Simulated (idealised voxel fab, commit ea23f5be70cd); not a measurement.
The process module presented herein is designated voxel lift off.
Section shown: cut. Width: 180 nm. Cell size: 5 nm, square.
For the purposes of this document, a cross-section shall be understood as a grid of square cells, specified as bands listed in top-to-bottom order, each band consisting of one or more rows of cells. The entry gives the band's vertical extent as a top height and a bottom height in nm, then its horizontal make-up as materials from left to right, each with a width in nm. "air" stands for empty space; a single material marked "edge to edge" fills the band edge to edge. Height reference: 0 = level under which incoming wafer is all one material. Lowest band: no bottom, runs on downward, e.g. "top 0, no bottom". It should be noted that a width expressed as "30..40" varies in equal increments from row to row of cells within the band, taking the value of the first number at the top row and that of the second number at the bottom row. No cell of the cross-section changed in a step that is given as "no alteration". Unvented voids: empty space of 8 cells or more with no open way to the top, each as width x height at its distance from the left edge, in nm. Step line, after settings: the simulator's comment on this step. overlay nm: mask right of planned place by this much (step with mask). Neg. = left.

PLAN
1 op RECEIVE | material Si
2 op CONFORMAL_DEP | material Al2O3 | thk nm 15
3 op PATTERN | tone open | mask id LINES | material resist | width nm 25 | pitch nm 50 | thk nm 25 | overlay nm 0
4 op DIRECTIONAL_DEP | material Ru | thk nm 10
5 op STRIP | etch materials resist
6 op CONFORMAL_DEP | material SiN | thk nm 5

HERE'S WHAT THE WAFER LOOKED LIKE IN CROSS-SECTION WHEN IT ARRIVED - THAT'S AFTER STEP 1
> top 0, no bottom | Si edge to edge
> Unvented voids: none

FIGURE: CROSS-SECTIONAL VIEW OF THE WAFER UPON COMPLETION OF THE MODULE, PROCESSED FROM THE INITIAL STATE AND ACCORDING TO THE PLAN DEPICTED ABOVE, WITH ONE ERROR INTRODUCED DURING EXECUTION
> top 45, bottom 40 | air=45; SiN=35; air=15; SiN=35; air=50
> top 40, bottom 35 | air=45; SiN=5; Ru=25; SiN=5; air=15; SiN=5; Ru=25; SiN=5; air=50
> top 35, bottom 30 | SiN=50; Ru=25; SiN=25; Ru=25; SiN=55
> top 30, bottom 0 | Al2O3 edge to edge
> top 0, no bottom | Si edge to edge
> Unvented voids: none
Short version of what went wrong: regarding the plan, step 2 was run twice
